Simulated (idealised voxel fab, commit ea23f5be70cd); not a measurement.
voxel trench capacitor: a process module
The width of the displayed cross-section, cut, is 175 nm; its cells are square, with a size of 5 nm.
A cross-section in this document is a grid of square cells, and it is written down as bands, the top band listed before the ones below it; a band is made up of one or more rows of cells.
Per band: top height and bottom height in nm, followed by the left-to-right materials and their widths in nm; "all across" marks a single material spanning edge to edge, "empty" marks empty space.
Height reference: 0 = level under which incoming wafer is all one material. Lowest band: no bottom, runs on downward, e.g. "0 -> down".
A width such as "30 to 40" changes by the same amount from each row of cells to the next, from the band's top row to its bottom row.
Where a step carries "no modifications", the cross-section came out of it unchanged, cell for cell.
Look at "Closed empty spaces" for the closed voids: empty spaces with no open path to the top, sized 8 cells or up. Each is width x height at distance, distance from the left edge, all nm.
Read whatever lies past the settings on a step's line as the simulator's own remark about the step.
"overlay nm" denotes, for a step that has a mask, the displacement of the mask to the right of its planned place, with negative values corresponding to the left.
[Process steps - plan]
1) RECEIVE, material Si
2) CONFORMAL_DEP, material SiN, thk nm 10
3) DIRECTIONAL_DEP, material aC, thk nm 15
4) PATTERN, tone open, mask id TRENCH, material resist, width nm 25, pitch nm 40, thk nm 30, overlay nm 0
5) DIRECTIONAL_ETCH, etch materials aC, depth nm 15
6) STRIP, etch materials resist
7) DIRECTIONAL_ETCH, etch materials SiN, depth nm 10
8) DIRECTIONAL_ETCH, etch materials Si, depth nm 35
9) STRIP, etch materials aC
10) CONFORMAL_DEP, material Al2O3, thk nm 5
11) CONFORMAL_DEP, material TiN, thk nm 5
12) FILL_DEP, material W, thk nm 10
13) CMP, height nm 10
[As-received state of the wafer in cross-section, equivalent to post-step 1]
    0 -> down: Si all across
    Closed empty spaces: none
[First wafer of two, sectioned at end of module; run went per plan]
    10 -> 0: SiN: 35; Al2O3: 5; TiN: 5; W: 5; TiN: 5; Al2O3: 5; SiN: 15; Al2O3: 5; TiN: 5; W: 5; TiN: 5; Al2O3: 5; SiN: 15; Al2O3: 5; TiN: 5; W: 5; TiN: 5; Al2O3: 5; SiN: 35
    0 -> -25: Si: 35; Al2O3: 5; TiN: 5; W: 5; TiN: 5; Al2O3: 5; Si: 15; Al2O3: 5; TiN: 5; W: 5; TiN: 5; Al2O3: 5; Si: 15; Al2O3: 5; TiN: 5; W: 5; TiN: 5; Al2O3: 5; Si: 35
    -25 -> -30: Si: 35; Al2O3: 5; TiN: 15; Al2O3: 5; Si: 15; Al2O3: 5; TiN: 15; Al2O3: 5; Si: 15; Al2O3: 5; TiN: 15; Al2O3: 5; Si: 35
    -30 -> -35: Si: 35; Al2O3: 25; Si: 15; Al2O3: 25; Si: 15; Al2O3: 25; Si: 35
    -35 -> down: Si all across
    Closed empty spaces: none
[What the second wafer looks like in cross-section once the module is done. Its start and its plan matched the first wafer's exactly; what differed was one mistake in how it was run]
    10 -> 0: SiN: 35; TiN: 5; Al2O3: 5; W: 5; Al2O3: 5; TiN: 5; SiN: 15; TiN: 5; Al2O3: 5; W: 5; Al2O3: 5; TiN: 5; SiN: 15; TiN: 5; Al2O3: 5; W: 5; Al2O3: 5; TiN: 5; SiN: 35
    0 -> -25: Si: 35; TiN: 5; Al2O3: 5; W: 5; Al2O3: 5; TiN: 5; Si: 15; TiN: 5; Al2O3: 5; W: 5; Al2O3: 5; TiN: 5; Si: 15; TiN: 5; Al2O3: 5; W: 5; Al2O3: 5; TiN: 5; Si: 35
    -25 -> -30: Si: 35; TiN: 5; Al2O3: 15; TiN: 5; Si: 15; TiN: 5; Al2O3: 15; TiN: 5; Si: 15; TiN: 5; Al2O3: 15; TiN: 5; Si: 35
    -30 -> -35: Si: 35; TiN: 25; Si: 15; TiN: 25; Si: 15; TiN: 25; Si: 35
    -35 -> down: Si all across
    Closed empty spaces: none
Plan not followed: mixed up steps 10 and 11 - ran each in the other's place
At the finish, the second wafer shows more or fewer cells for some materials than the first does: Al2O3: 12 fewer, TiN: 12 more
